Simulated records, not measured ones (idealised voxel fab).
process module | voxel tone inversion
cross-section cut | 180 nm wide | cells 5 nm
A cross-section is a grid of square cells, given in bands from the top down. A band is one or more rows of cells.
Each band's line starts with the height of the band's top and of its bottom, in nm. Then come its materials from left to right, each with its width in nm. One material with "throughout" fills the band from edge to edge. "air" is empty space.
Height 0 is the level under which the wafer as received is all one material. The lowest band goes on downwards, as in "0 down".
A width such as "30 to 40" changes by the same amount from each row of cells to the next, from the band's top row to its bottom row.
"no change" after a step means that no cell of the cross-section changed.
closed voids: empty space of 8 cells or more with no open way to the top, each as width x height at its distance from the left edge, in nm
after a step's settings: what the simulator itself notes on the step
overlay nm, on a step with a mask: how far to the right of its planned place the mask lay; to the left if negative
plan
1 op RECEIVE | material Si
2 op CONFORMAL_DEP | material SiN | thk nm 5
3 op DIRECTIONAL_DEP | material aC | thk nm 15
4 op PATTERN | tone cover | mask id POSTS | material resist | width nm 15 | pitch nm 40 | thk nm 20 | overlay nm 0
5 op DIRECTIONAL_ETCH | etch materials aC | depth nm 15
6 op STRIP | etch materials resist
7 op FILL_DEP | material SiO2 | thk nm 5
8 op CMP | height nm 20
9 op STRIP | etch materials aC
as received, after step 1
  0 down: Si throughout
  closed voids: none
first wafer at the end, as planned
  20 to 5: SiO2 40 | air 15 | SiO2 25 | air 15 | SiO2 25 | air 15 | SiO2 45
  5 to 0: SiN throughout
  0 down: Si throughout
  closed voids: none
second wafer at the end: like start, like plan, one mistake
  10 to 5: SiO2 40 | air 15 | SiO2 25 | air 15 | SiO2 25 | air 15 | SiO2 45
  5 to 0: SiN throughout
  0 down: Si throughout
  closed voids: none
what went wrong: step 8 ran as: op CMP | height nm 10
at the end the second wafer has, in cells: 54 fewer of SiO2
